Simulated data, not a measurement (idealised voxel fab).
Module name: voxel self aligned contacts (process module)
Pictured: cross-section cut, 170 nm wide, on a grid of 5 nm square cells.
Bands, listed from the top down, are how a cross-section gets written in this document; the cross-section itself is a grid of square cells, and a band is one or more rows of them. Basically the band line says how high the top is and how high the bottom is, in nm, and then what's in it from left to right, every material with its width in nm. Empty space shows up as "empty", and if a single material carries "edge to edge" it runs the full band edge to edge. The reference from which all heights are counted is 0, the level beneath which the as-received wafer is entirely one material; the lowest band, having no lower bound, proceeds downward and is written after the example "top 0, no bottom". The two numbers in a width such as "30 to 40" mark its ends across the band: the first belongs to the top row of cells, the second to the bottom row, and from each row to the next the width moves by the same amount. You'll sometimes find "nothing different" written for a step, and that's the way of saying that nowhere in the cross-section did a cell change during that step. For the entry "Closed empty spaces", the listed items are empty spaces with no open way to the top whose size is 8 cells or more; each item follows the pattern width x height at distance, where distance is from the left edge and all three are in nm. If you see something after the settings on a step's line, that's the simulator's own remark about that step. A step's line can hold "overlay nm"; with a mask on that step, the setting says how far right of the planned place the mask lay, while a negative setting says it lay to the left.

THE PLANNED PROCESS STEPS ARE ENUMERATED HEREUNDER
- 1: RECEIVE, material Si
- 2: OXIDIZE, depth nm 5
- 3: DIRECTIONAL_DEP, material polySi, thk nm 30
- 4: DIRECTIONAL_DEP, material SiN, thk nm 20
- 5: PATTERN, tone cover, mask id GATE, material resist, width nm 25, pitch nm 50, thk nm 20, overlay nm 0
- 6: DIRECTIONAL_ETCH, etch materials SiN, depth nm 20
- 7: DIRECTIONAL_ETCH, etch materials polySi, depth nm 30
- 8: STRIP, etch materials resist
- 9: CONFORMAL_DEP, material SiN, thk nm 5
- 10: DIRECTIONAL_ETCH, etch materials SiN, depth nm 5
- 11: FILL_DEP, material SiO2, thk nm 15
- 12: CMP, height nm 55
- 13: MASKED_ETCH, tone open, mask id CONTACT, width nm 35, etch materials SiO2, depth nm 60, overlay nm 0
- 14: CONFORMAL_DEP, material TiN, thk nm 5
- 15: FILL_DEP, material W, thk nm 10
- 16: CMP, height nm 55
- 17: CONFORMAL_DEP, material SiCN, thk nm 5

CROSS-SECTION OF THE WAFER AT RECEIPT, WHICH IS THE CONDITION AFTER STEP 1
* top 0, no bottom | Si edge to edge
* Closed empty spaces: none

A WAFER AT THE END: THIS START, THIS PLAN, ONE MISTAKE
* top 60, bottom 55 | SiCN edge to edge
* top 55, bottom 50 | SiO2 60 / TiN 20 / W 5 / TiN 20 / SiO2 65
* top 50, bottom 30 | SiO2 40 / SiN 35 / TiN 5 / W 5 / TiN 5 / SiN 35 / SiO2 45
* top 30, bottom 0 | SiO2 40 / SiN 5 / polySi 25 / SiN 5 / TiN 5 / W 5 / TiN 5 / SiN 5 / polySi 25 / SiN 5 / SiO2 45
* top 0, bottom -5 | SiO2 75 / TiN 15 / SiO2 80
* top -5, no bottom | Si edge to edge
* Closed empty spaces: none
Short version of what went wrong: step 13 ran as: MASKED_ETCH, tone open, mask id CONTACT, width nm 45, etch materials SiO2, depth nm 60, overlay nm 0
